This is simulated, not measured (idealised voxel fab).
The name of this process module is voxel transistor to metal.
Section shown: cut. Width: 165 nm. Cell size: 5 nm, square.
Cross-section, as written here: a square-cell grid given band by band from the top down, where a band holds one or more rows of cells.
A band entry consists of two parts. The first gives the height of the band's top and the height of its bottom, in nm. The rest lists the band's materials from left to right, each with its width in nm. A single material labelled with the word "throughout" fills the band from edge to edge, and the word "blank" marks empty space.
Beneath 0, the wafer as received is one material, and that level is where height counting begins. The lowest band goes on downward without a bottom; it is written like "from 0 down".
A two-number width, for instance "30..40", indicates that the width is equal to the first number in the top row of the band and to the second number in the bottom row, and that it changes by a constant amount per row of cells.
"nothing different" for a step: no cell of the cross-section changed in that step.
Voids not open to the top, 8 cells minimum: see "Sealed void listing". Written width x height at distance; distance is from the left edge; nm.
On each step's line, the part that comes after the settings is the simulator's own comment on the step.
Among the settings permitted on a step's line is "overlay nm"; applied to a step with a mask, it specifies the extent to which the mask lay to the right of its planned position, whereas a negative figure signifies a position to the left.

**So here's the lineup of process steps we planned**
1. RECEIVE with material Si
2. CONFORMAL_DEP with material SiO2, thk nm 5
3. CONFORMAL_DEP with material SiN, thk nm 10
4. PATTERN with tone cover, mask id ACTIVE, material resist, width nm 105, thk nm 20, overlay nm 0
5. DIRECTIONAL_ETCH with etch materials SiN, depth nm 10
6. DIRECTIONAL_ETCH with etch materials SiO2, depth nm 5
7. DIRECTIONAL_ETCH with etch materials Si, depth nm 25
8. STRIP with etch materials resist
9. FILL_DEP with material SiO2, thk nm 10
10. CMP with height nm 15
11. SELECTIVE_ETCH with etch materials SiO2, depth nm 10
12. STRIP with etch materials SiN
13. SELECTIVE_ETCH with etch materials SiO2, depth nm 5
14. OXIDIZE with depth nm 5
15. DIRECTIONAL_DEP with material polySi, thk nm 30
16. DIRECTIONAL_DEP with material SiCN, thk nm 15
17. PATTERN with tone cover, mask id GATE, material resist, width nm 25, thk nm 20, overlay nm 0
18. DIRECTIONAL_ETCH with etch materials SiCN, depth nm 25
19. DIRECTIONAL_ETCH with etch materials polySi, depth nm 40
20. STRIP with etch materials resist
21. CONFORMAL_DEP with material SiN, thk nm 10
22. DIRECTIONAL_ETCH with etch materials SiN, depth nm 10
23. DIRECTIONAL_ETCH with etch materials SiO2, depth nm 5
24. DIRECTIONAL_ETCH with etch materials Si, depth nm 15
25. EPI with material SiGe, thk nm 15
26. FILL_DEP with material SiO2, thk nm 10
27. CMP with height nm 45
28. DIRECTIONAL_DEP with material SiO2, thk nm 15
29. PATTERN with tone open, mask id CONTACT, material resist, width nm 25, pitch nm 60, thk nm 20, overlay nm 0
30. DIRECTIONAL_ETCH with etch materials SiO2, depth nm 65
31. STRIP with etch materials resist
32. CONFORMAL_DEP with material TiN, thk nm 5
33. FILL_DEP with material W, thk nm 5
34. CMP with height nm 60
35. CONFORMAL_DEP with material SiCN, thk nm 5
36. DIRECTIONAL_DEP with material SiO2, thk nm 20
37. MASKED_ETCH with tone open, mask id METAL_1, width nm 15, pitch nm 70, etch materials SiO2, depth nm 20, overlay nm 0
38. MASKED_ETCH with tone open, mask id METAL_1, width nm 15, pitch nm 70, etch materials SiCN, depth nm 5, overlay nm 0
39. CONFORMAL_DEP with material TiN, thk nm 5
40. FILL_DEP with material Cu, thk nm 5
41. CMP with height nm 85
42. CONFORMAL_DEP with material SiN, thk nm 5

**First of two wafers: run as planned**

**Incoming wafer in cross-section (state: after step 1)**
from 0 down  Si throughout
Sealed void listing: none

**State of the wafer after step 2, shown in cross-section**
from 5 to 0  SiO2 throughout
Everything below 0 is unchanged.

**State of the wafer after step 3, shown in cross-section**
from 15 to 5  SiN throughout
Everything below 5 is unchanged.

**State of the wafer after step 4, shown in cross-section**
from 35 to 15  30 blank  105 resist  30 blank
Everything below 15 is unchanged.

**State of the wafer after step 5, shown in cross-section**
from 35 to 15  30 blank  105 resist  30 blank
from 15 to 5  30 blank  105 SiN  30 blank
Everything below 5 is unchanged.

**State of the wafer after step 6, shown in cross-section**
from 35 to 15  30 blank  105 resist  30 blank
from 15 to 5  30 blank  105 SiN  30 blank
from 5 to 0  30 blank  105 SiO2  30 blank
Everything below 0 is unchanged.

**State of the wafer after step 7, shown in cross-section**
from 35 to 15  30 blank  105 resist  30 blank
from 15 to 5  30 blank  105 SiN  30 blank
from 5 to 0  30 blank  105 SiO2  30 blank
from 0 to -25  30 blank  105 Si  30 blank
Everything below -25 is unchanged.

**State of the wafer after step 8, shown in cross-section**
from 15 to 5  30 blank  105 SiN  30 blank
Everything below 5 is unchanged.

**State of the wafer after step 9, shown in cross-section**
from 25 to 15  SiO2 throughout
from 15 to 5  30 SiO2  105 SiN  30 SiO2
from 5 to 0  SiO2 throughout
from 0 to -25  30 SiO2  105 Si  30 SiO2
Everything below -25 is unchanged.

**State of the wafer after step 10, shown in cross-section**
from 15 to 5  30 SiO2  105 SiN  30 SiO2
Everything below 5 is unchanged.

**State of the wafer after step 11, shown in cross-section**
from 15 to 5  30 blank  105 SiN  30 blank
Everything below 5 is unchanged.

**State of the wafer after step 12, shown in cross-section**
from 5 to 0  SiO2 throughout
Everything below 0 is unchanged.

**State of the wafer after step 13, shown in cross-section**
from 0 to -25  30 SiO2  105 Si  30 SiO2
Everything below -25 is unchanged.

**State of the wafer after step 14, shown in cross-section**
from 0 to -5  SiO2 throughout
Everything below -5 is unchanged.

**State of the wafer after step 15, shown in cross-section**
from 30 to 0  polySi throughout
Everything below 0 is unchanged.

**State of the wafer after step 16, shown in cross-section**
from 45 to 30  SiCN throughout
Everything below 30 is unchanged.

**State of the wafer after step 17, shown in cross-section**
from 65 to 45  70 blank  25 resist  70 blank
Everything below 45 is unchanged.

**State of the wafer after step 18, shown in cross-section**
from 65 to 45  70 blank  25 resist  70 blank
from 45 to 30  70 blank  25 SiCN  70 blank
Everything below 30 is unchanged.

**State of the wafer after step 19, shown in cross-section**
from 65 to 45  70 blank  25 resist  70 blank
from 45 to 30  70 blank  25 SiCN  70 blank
from 30 to 0  70 blank  25 polySi  70 blank
Everything below 0 is unchanged.

**State of the wafer after step 20, shown in cross-section**
from 45 to 30  70 blank  25 SiCN  70 blank
Everything below 30 is unchanged.

**State of the wafer after step 21, shown in cross-section**
from 55 to 45  60 blank  45 SiN  60 blank
from 45 to 30  60 blank  10 SiN  25 SiCN  10 SiN  60 blank
from 30 to 10  60 blank  10 SiN  25 polySi  10 SiN  60 blank
from 10 to 0  70 SiN  25 polySi  70 SiN
Everything below 0 is unchanged.

**State of the wafer after step 22, shown in cross-section**
from 45 to 30  60 blank  10 SiN  25 SiCN  10 SiN  60 blank
from 30 to 0  60 blank  10 SiN  25 polySi  10 SiN  60 blank
Everything below 0 is unchanged.

**State of the wafer after step 23, shown in cross-section**
from 45 to 30  60 blank  10 SiN  25 SiCN  10 SiN  60 blank
from 30 to 0  60 blank  10 SiN  25 polySi  10 SiN  60 blank
from 0 to -5  60 blank  45 SiO2  60 blank
Everything below -5 is unchanged.

**State of the wafer after step 24, shown in cross-section**
from 45 to 30  60 blank  10 SiN  25 SiCN  10 SiN  60 blank
from 30 to 0  60 blank  10 SiN  25 polySi  10 SiN  60 blank
from 0 to -5  60 blank  45 SiO2  60 blank
from -5 to -20  30 SiO2  30 blank  45 Si  30 blank  30 SiO2
Everything below -20 is unchanged.

**State of the wafer after step 25, shown in cross-section**
from 45 to 30  60 blank  10 SiN  25 SiCN  10 SiN  60 blank
from 30 to 10  60 blank  10 SiN  25 polySi  10 SiN  60 blank
from 10 to 0  45 blank  15 SiGe  10 SiN  25 polySi  10 SiN  15 SiGe  45 blank
from 0 to -5  45 blank  15 SiGe  45 SiO2  15 SiGe  45 blank
from -5 to -20  30 SiO2  30 SiGe  45 Si  30 SiGe  30 SiO2
Everything below -20 is unchanged.

**State of the wafer after step 26, shown in cross-section**
from 55 to 45  SiO2 throughout
from 45 to 30  60 SiO2  10 SiN  25 SiCN  10 SiN  60 SiO2
from 30 to 10  60 SiO2  10 SiN  25 polySi  10 SiN  60 SiO2
from 10 to 0  45 SiO2  15 SiGe  10 SiN  25 polySi  10 SiN  15 SiGe  45 SiO2
from 0 to -5  45 SiO2  15 SiGe  45 SiO2  15 SiGe  45 SiO2
Everything below -5 is unchanged.

**State of the wafer after step 27, shown in cross-section**
from 45 to 30  60 SiO2  10 SiN  25 SiCN  10 SiN  60 SiO2
Everything below 30 is unchanged.

**State of the wafer after step 28, shown in cross-section**
from 60 to 45  SiO2 throughout
Everything below 45 is unchanged.

**State of the wafer after step 29, shown in cross-section**
from 80 to 60  40 resist  25 blank  35 resist  25 blank  40 resist
Everything below 60 is unchanged.

**State of the wafer after step 30, shown in cross-section**
from 80 to 60  40 resist  25 blank  35 resist  25 blank  40 resist
from 60 to 45  40 SiO2  25 blank  35 SiO2  25 blank  40 SiO2
from 45 to 30  40 SiO2  20 blank  10 SiN  25 SiCN  10 SiN  20 blank  40 SiO2
from 30 to 10  40 SiO2  20 blank  10 SiN  25 polySi  10 SiN  20 blank  40 SiO2
from 10 to 0  40 SiO2  5 blank  15 SiGe  10 SiN  25 polySi  10 SiN  15 SiGe  5 blank  40 SiO2
from 0 to -5  40 SiO2  5 blank  15 SiGe  45 SiO2  15 SiGe  5 blank  40 SiO2
Everything below -5 is unchanged.

**State of the wafer after step 31, shown in cross-section**
from 60 to 45  40 SiO2  25 blank  35 SiO2  25 blank  40 SiO2
Everything below 45 is unchanged.

**State of the wafer after step 32, shown in cross-section**
from 65 to 60  45 TiN  15 blank  45 TiN  15 blank  45 TiN
from 60 to 50  40 SiO2  5 TiN  15 blank  5 TiN  35 SiO2  5 TiN  15 blank  5 TiN  40 SiO2
from 50 to 45  40 SiO2  5 TiN  10 blank  10 TiN  35 SiO2  10 TiN  10 blank  5 TiN  40 SiO2
from 45 to 30  40 SiO2  5 TiN  10 blank  5 TiN  10 SiN  25 SiCN  10 SiN  5 TiN  10 blank  5 TiN  40 SiO2
from 30 to 15  40 SiO2  5 TiN  10 blank  5 TiN  10 SiN  25 polySi  10 SiN  5 TiN  10 blank  5 TiN  40 SiO2
from 15 to 10  40 SiO2  20 TiN  10 SiN  25 polySi  10 SiN  20 TiN  40 SiO2
from 10 to 0  40 SiO2  5 TiN  15 SiGe  10 SiN  25 polySi  10 SiN  15 SiGe  5 TiN  40 SiO2
from 0 to -5  40 SiO2  5 TiN  15 SiGe  45 SiO2  15 SiGe  5 TiN  40 SiO2
Everything below -5 is unchanged.

**State of the wafer after step 33, shown in cross-section**
from 70 to 65  W throughout
from 65 to 60  45 TiN  15 W  45 TiN  15 W  45 TiN
from 60 to 50  40 SiO2  5 TiN  15 W  5 TiN  35 SiO2  5 TiN  15 W  5 TiN  40 SiO2
from 50 to 45  40 SiO2  5 TiN  10 W  10 TiN  35 SiO2  10 TiN  10 W  5 TiN  40 SiO2
from 45 to 30  40 SiO2  5 TiN  10 W  5 TiN  10 SiN  25 SiCN  10 SiN  5 TiN  10 W  5 TiN  40 SiO2
from 30 to 15  40 SiO2  5 TiN  10 W  5 TiN  10 SiN  25 polySi  10 SiN  5 TiN  10 W  5 TiN  40 SiO2
Everything below 15 is unchanged.

**State of the wafer after step 34, shown in cross-section**
from 60 to 50  40 SiO2  5 TiN  15 W  5 TiN  35 SiO2  5 TiN  15 W  5 TiN  40 SiO2
Everything below 50 is unchanged.

**State of the wafer after step 35, shown in cross-section**
from 65 to 60  SiCN throughout
Everything below 60 is unchanged.

**State of the wafer after step 36, shown in cross-section**
from 85 to 65  SiO2 throughout
Everything below 65 is unchanged.

**State of the wafer after step 37, shown in cross-section**
from 85 to 65  40 SiO2  15 blank  55 SiO2  15 blank  40 SiO2
Everything below 65 is unchanged.

**State of the wafer after step 38, shown in cross-section**
from 85 to 65  40 SiO2  15 blank  55 SiO2  15 blank  40 SiO2
from 65 to 60  40 SiCN  15 blank  55 SiCN  15 blank  40 SiCN
Everything below 60 is unchanged.

**State of the wafer after step 39, shown in cross-section**
from 90 to 85  45 TiN  5 blank  65 TiN  5 blank  45 TiN
from 85 to 65  40 SiO2  5 TiN  5 blank  5 TiN  55 SiO2  5 TiN  5 blank  5 TiN  40 SiO2
from 65 to 60  40 SiCN  15 TiN  55 SiCN  15 TiN  40 SiCN
Everything below 60 is unchanged.

**State of the wafer after step 40, shown in cross-section**
from 95 to 90  Cu throughout
from 90 to 85  45 TiN  5 Cu  65 TiN  5 Cu  45 TiN
from 85 to 65  40 SiO2  5 TiN  5 Cu  5 TiN  55 SiO2  5 TiN  5 Cu  5 TiN  40 SiO2
Everything below 65 is unchanged.

**State of the wafer after step 41, shown in cross-section**
from 85 to 65  40 SiO2  5 TiN  5 Cu  5 TiN  55 SiO2  5 TiN  5 Cu  5 TiN  40 SiO2
Everything below 65 is unchanged.

**State of the wafer after step 42, shown in cross-section**
from 90 to 85  SiN throughout
Everything below 85 is unchanged.

**Second wafer: same start and same plan as the first, one execution error; identical to the first through step 15**

**At the planned end of step 16, the second wafer in cross-section**
from 60 to 30  SiCN throughout
Everything below 30 is unchanged.

**At the planned end of step 17, the second wafer in cross-section**
from 80 to 60  70 blank  25 resist  70 blank
Everything below 60 is unchanged.

**At the planned end of step 18, the second wafer in cross-section**
from 80 to 60  70 blank  25 resist  70 blank
from 60 to 35  70 blank  25 SiCN  70 blank
Everything below 35 is unchanged.

At the planned end of step 19, the second wafer in cross-section: nothing different

**At the planned end of step 20, the second wafer in cross-section**
from 60 to 35  70 blank  25 SiCN  70 blank
Everything below 35 is unchanged.

**At the planned end of step 21, the second wafer in cross-section**
from 70 to 60  60 blank  45 SiN  60 blank
from 60 to 45  60 blank  10 SiN  25 SiCN  10 SiN  60 blank
from 45 to 35  70 SiN  25 SiCN  70 SiN
Everything below 35 is unchanged.

**At the planned end of step 22, the second wafer in cross-section**
from 60 to 35  60 blank  10 SiN  25 SiCN  10 SiN  60 blank
Everything below 35 is unchanged.

At the planned end of step 23, the second wafer in cross-section: nothing different

At the planned end of step 24, the second wafer in cross-section: nothing different

At the planned end of step 25, the second wafer in cross-section: nothing different

**At the planned end of step 26, the second wafer in cross-section**
from 70 to 60  SiO2 throughout
from 60 to 35  60 SiO2  10 SiN  25 SiCN  10 SiN  60 SiO2
Everything below 35 is unchanged.

**At the planned end of step 27, the second wafer in cross-section**
from 45 to 35  60 SiO2  10 SiN  25 SiCN  10 SiN  60 SiO2
Everything below 35 is unchanged.

**At the planned end of step 28, the second wafer in cross-section**
from 60 to 45  SiO2 throughout
Everything below 45 is unchanged.

**At the planned end of step 29, the second wafer in cross-section**
from 80 to 60  40 resist  25 blank  35 resist  25 blank  40 resist
Everything below 60 is unchanged.

**At the planned end of step 30, the second wafer in cross-section**
from 80 to 60  40 resist  25 blank  35 resist  25 blank  40 resist
from 60 to 45  40 SiO2  25 blank  35 SiO2  25 blank  40 SiO2
from 45 to 35  40 SiO2  20 blank  10 SiN  25 SiCN  10 SiN  20 blank  40 SiO2
Everything below 35 is unchanged.

**At the planned end of step 31, the second wafer in cross-section**
from 60 to 45  40 SiO2  25 blank  35 SiO2  25 blank  40 SiO2
Everything below 45 is unchanged.

**At the planned end of step 32, the second wafer in cross-section**
from 65 to 60  45 TiN  15 blank  45 TiN  15 blank  45 TiN
from 60 to 50  40 SiO2  5 TiN  15 blank  5 TiN  35 SiO2  5 TiN  15 blank  5 TiN  40 SiO2
from 50 to 45  40 SiO2  5 TiN  10 blank  10 TiN  35 SiO2  10 TiN  10 blank  5 TiN  40 SiO2
from 45 to 40  40 SiO2  5 TiN  10 blank  5 TiN  10 SiN  25 SiCN  10 SiN  5 TiN  10 blank  5 TiN  40 SiO2
from 40 to 35  40 SiO2  20 TiN  10 SiN  25 SiCN  10 SiN  20 TiN  40 SiO2
Everything below 35 is unchanged.

**At the planned end of step 33, the second wafer in cross-section**
from 70 to 65  W throughout
from 65 to 60  45 TiN  15 W  45 TiN  15 W  45 TiN
from 60 to 50  40 SiO2  5 TiN  15 W  5 TiN  35 SiO2  5 TiN  15 W  5 TiN  40 SiO2
from 50 to 45  40 SiO2  5 TiN  10 W  10 TiN  35 SiO2  10 TiN  10 W  5 TiN  40 SiO2
from 45 to 40  40 SiO2  5 TiN  10 W  5 TiN  10 SiN  25 SiCN  10 SiN  5 TiN  10 W  5 TiN  40 SiO2
Everything below 40 is unchanged.

**At the planned end of step 34, the second wafer in cross-section**
from 60 to 50  40 SiO2  5 TiN  15 W  5 TiN  35 SiO2  5 TiN  15 W  5 TiN  40 SiO2
Everything below 50 is unchanged.

**At the planned end of step 35, the second wafer in cross-section**
from 65 to 60  SiCN throughout
Everything below 60 is unchanged.

**At the planned end of step 36, the second wafer in cross-section**
from 85 to 65  SiO2 throughout
Everything below 65 is unchanged.

**At the planned end of step 37, the second wafer in cross-section**
from 85 to 65  40 SiO2  15 blank  55 SiO2  15 blank  40 SiO2
Everything below 65 is unchanged.

**At the planned end of step 38, the second wafer in cross-section**
from 85 to 65  40 SiO2  15 blank  55 SiO2  15 blank  40 SiO2
from 65 to 60  40 SiCN  15 blank  55 SiCN  15 blank  40 SiCN
Everything below 60 is unchanged.

**At the planned end of step 39, the second wafer in cross-section**
from 90 to 85  45 TiN  5 blank  65 TiN  5 blank  45 TiN
from 85 to 65  40 SiO2  5 TiN  5 blank  5 TiN  55 SiO2  5 TiN  5 blank  5 TiN  40 SiO2
from 65 to 60  40 SiCN  15 TiN  55 SiCN  15 TiN  40 SiCN
Everything below 60 is unchanged.

**At the planned end of step 40, the second wafer in cross-section**
from 95 to 90  Cu throughout
from 90 to 85  45 TiN  5 Cu  65 TiN  5 Cu  45 TiN
from 85 to 65  40 SiO2  5 TiN  5 Cu  5 TiN  55 SiO2  5 TiN  5 Cu  5 TiN  40 SiO2
Everything below 65 is unchanged.

**At the planned end of step 41, the second wafer in cross-section**
from 85 to 65  40 SiO2  5 TiN  5 Cu  5 TiN  55 SiO2  5 TiN  5 Cu  5 TiN  40 SiO2
Everything below 65 is unchanged.

**At the planned end of step 42, the second wafer in cross-section**
from 90 to 85  SiN throughout
Everything below 85 is unchanged.
What went wrong in running the wafer? step 16 of the plan saw execution twice
Final tally in cells, some materials are higher or lower on the second wafer than on the first: Si +36; SiCN +28; SiGe -54; SiN -28; SiO2 -104; TiN -26; W -20; polySi +168
